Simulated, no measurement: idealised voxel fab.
Herein follows the process module entitled voxel gate over fins.
Square cell edge 5 nm, section width 285 nm, ID cut.
Just so we're on the same page, the cross-sections are grids of square cells, and they're listed out in bands top to bottom, each band one or more rows deep. Band: top height; bottom height; in nm. Then, left to right: material with width in nm, for each material. "edge to edge": a single material spanning edge to edge. "blank": empty space. Where do heights start? At 0: under that level the wafer as delivered is made of one material only. And the lowest band has no floor; it just carries on downward, as in "0 nm and below". Graded width ("30..40"): value in top row of band = first number; value in bottom row = second number; row-to-row change constant. Where a step carries "stayed the same", the cross-section came out of it unchanged, cell for cell. If an empty space has no open way to the top and is at least 8 cells in size, "Enclosed internal cavities" lists it, written width x height at distance, where distance is measured from the left edge and every value is in nm. The remark found on a step's line after its settings is issued by the simulator itself and pertains to that step. overlay nm: where the mask lay relative to plan, measured to the right, on steps with a mask; negatives go left.
THE FOLLOWING LIST GIVES THE PLANNED PROCESS STEPS
- 1: RECEIVE [material Si]
- 2: CONFORMAL_DEP [material SiN] [thk nm 5]
- 3: MASKED_ETCH [tone cover] [mask id FINS] [width nm 15] [pitch nm 55] [etch materials SiN] [depth nm 5] [overlay nm 0]
- 4: MASKED_ETCH [tone cover] [mask id FINS] [width nm 15] [pitch nm 55] [etch materials Si] [depth nm 40] [overlay nm 0]
- 5: OXIDIZE [depth nm 5]
- 6: FILL_DEP [material SiO2] [thk nm 15]
- 7: CMP [height nm 5]
- 8: MASKED_ETCH [tone open] [mask id RAIL] [width nm 15] [etch materials SiO2] [depth nm 40] [overlay nm 0]
- 9: CONFORMAL_DEP [material TiN] [thk nm 5]
- 10: FILL_DEP [material W] [thk nm 5]
- 11: CMP [height nm 5]
- 12: SELECTIVE_ETCH [etch materials W Ru TiN] [depth nm 25]
- 13: FILL_DEP [material SiO2] [thk nm 5]
- 14: CMP [height nm 5]
- 15: SELECTIVE_ETCH [etch materials SiO2] [depth nm 20]
- 16: STRIP [etch materials SiN]
- 17: CONFORMAL_DEP [material HfO2] [thk nm 5]
- 18: CONFORMAL_DEP [material TiN] [thk nm 5]
- 19: FILL_DEP [material W] [thk nm 15]
- 20: CMP [height nm 20]
- 21: CONFORMAL_DEP [material SiCN] [thk nm 5]
STEP 1 COMPLETE: CROSS-SECTION OF THE WAFER AS RECEIVED
* 0 nm and below  Si edge to edge
* Enclosed internal cavities: none
RUN AS PLANNED - FIRST OF THE TWO WAFERS CROSS-SECTIONED AT THE END OF THE MODULE
* 25 nm to 20 nm  SiCN edge to edge
* 20 nm to 10 nm  W edge to edge
* 10 nm to 5 nm  W (45) / TiN (25) / W (30) / TiN (25) / W (30) / TiN (25) / W (30) / TiN (25) / W (50)
* 5 nm to 0 nm  W (45) / TiN (5) / HfO2 (15) / TiN (5) / W (30) / TiN (5) / HfO2 (15) / TiN (5) / W (30) / TiN (5) / HfO2 (15) / TiN (5) / W (30) / TiN (5) / HfO2 (15) / TiN (5) / W (50)
* 0 nm to -5 nm  W (45) / TiN (5) / HfO2 (5) / Si (5) / HfO2 (5) / TiN (5) / W (30) / TiN (5) / HfO2 (5) / Si (5) / HfO2 (5) / TiN (5) / W (30) / TiN (5) / HfO2 (5) / Si (5) / HfO2 (5) / TiN (5) / W (30) / TiN (5) / HfO2 (5) / Si (5) / HfO2 (5) / TiN (5) / W (50)
* -5 nm to -10 nm  TiN (50) / HfO2 (5) / Si (5) / HfO2 (5) / TiN (40) / HfO2 (5) / Si (5) / HfO2 (5) / TiN (40) / HfO2 (5) / Si (5) / HfO2 (5) / TiN (40) / HfO2 (5) / Si (5) / HfO2 (5) / TiN (55)
* -10 nm to -15 nm  HfO2 (55) / Si (5) / HfO2 (50) / Si (5) / HfO2 (50) / Si (5) / HfO2 (50) / Si (5) / HfO2 (60)
* -15 nm to -20 nm  SiO2 (55) / Si (5) / SiO2 (50) / Si (5) / SiO2 (50) / Si (5) / SiO2 (50) / Si (5) / SiO2 (60)
* -20 nm to -30 nm  SiO2 (55) / Si (5) / SiO2 (15) / TiN (5) / W (5) / TiN (5) / SiO2 (20) / Si (5) / SiO2 (50) / Si (5) / SiO2 (50) / Si (5) / SiO2 (60)
* -30 nm to -35 nm  SiO2 (55) / Si (5) / SiO2 (15) / TiN (15) / SiO2 (20) / Si (5) / SiO2 (50) / Si (5) / SiO2 (50) / Si (5) / SiO2 (60)
* -35 nm to -45 nm  SiO2 (55) / Si (5) / SiO2 (50) / Si (5) / SiO2 (50) / Si (5) / SiO2 (50) / Si (5) / SiO2 (60)
* -45 nm and below  Si edge to edge
* Enclosed internal cavities: none
PRESENTED HERE IS A CROSS-SECTION OF THE SECOND OF THE TWO WAFERS AS IT STOOD AT THE END OF THE MODULE. IT WAS STARTED IN THE SAME MANNER AND ASSIGNED THE SAME PLAN AS THE FIRST WAFER; HOWEVER, ONE MISTAKE WAS MADE IN ITS EXECUTION
* 25 nm to 20 nm  SiCN edge to edge
* 20 nm to 5 nm  W edge to edge
* 5 nm to 0 nm  W (45) / TiN (25) / W (30) / TiN (25) / W (30) / TiN (25) / W (30) / TiN (25) / W (50)
* 0 nm to -5 nm  W (45) / TiN (5) / HfO2 (15) / TiN (5) / W (30) / TiN (5) / HfO2 (15) / TiN (5) / W (30) / TiN (5) / HfO2 (15) / TiN (5) / W (30) / TiN (5) / HfO2 (15) / TiN (5) / W (50)
* -5 nm to -10 nm  TiN (50) / HfO2 (5) / Si (5) / HfO2 (5) / TiN (40) / HfO2 (5) / Si (5) / HfO2 (5) / TiN (40) / HfO2 (5) / Si (5) / HfO2 (5) / TiN (40) / HfO2 (5) / Si (5) / HfO2 (5) / TiN (55)
* -10 nm to -15 nm  HfO2 (55) / Si (5) / HfO2 (50) / Si (5) / HfO2 (50) / Si (5) / HfO2 (50) / Si (5) / HfO2 (60)
* -15 nm to -20 nm  SiO2 (55) / Si (5) / SiO2 (50) / Si (5) / SiO2 (50) / Si (5) / SiO2 (50) / Si (5) / SiO2 (60)
* -20 nm to -30 nm  SiO2 (55) / Si (5) / SiO2 (15) / TiN (5) / W (5) / TiN (5) / SiO2 (20) / Si (5) / SiO2 (50) / Si (5) / SiO2 (50) / Si (5) / SiO2 (60)
* -30 nm to -35 nm  SiO2 (55) / Si (5) / SiO2 (15) / TiN (15) / SiO2 (20) / Si (5) / SiO2 (50) / Si (5) / SiO2 (50) / Si (5) / SiO2 (60)
* -35 nm to -45 nm  SiO2 (55) / Si (5) / SiO2 (50) / Si (5) / SiO2 (50) / Si (5) / SiO2 (50) / Si (5) / SiO2 (60)
* -45 nm and below  Si edge to edge
* Enclosed internal cavities: none
Error vs. plan: not run: step 2 of the plan (skipped)
Final cells, second wafer relative to first, materials higher or lower: 8 fewer of HfO2 | 4 fewer of Si | 8 fewer of TiN | 20 more of W
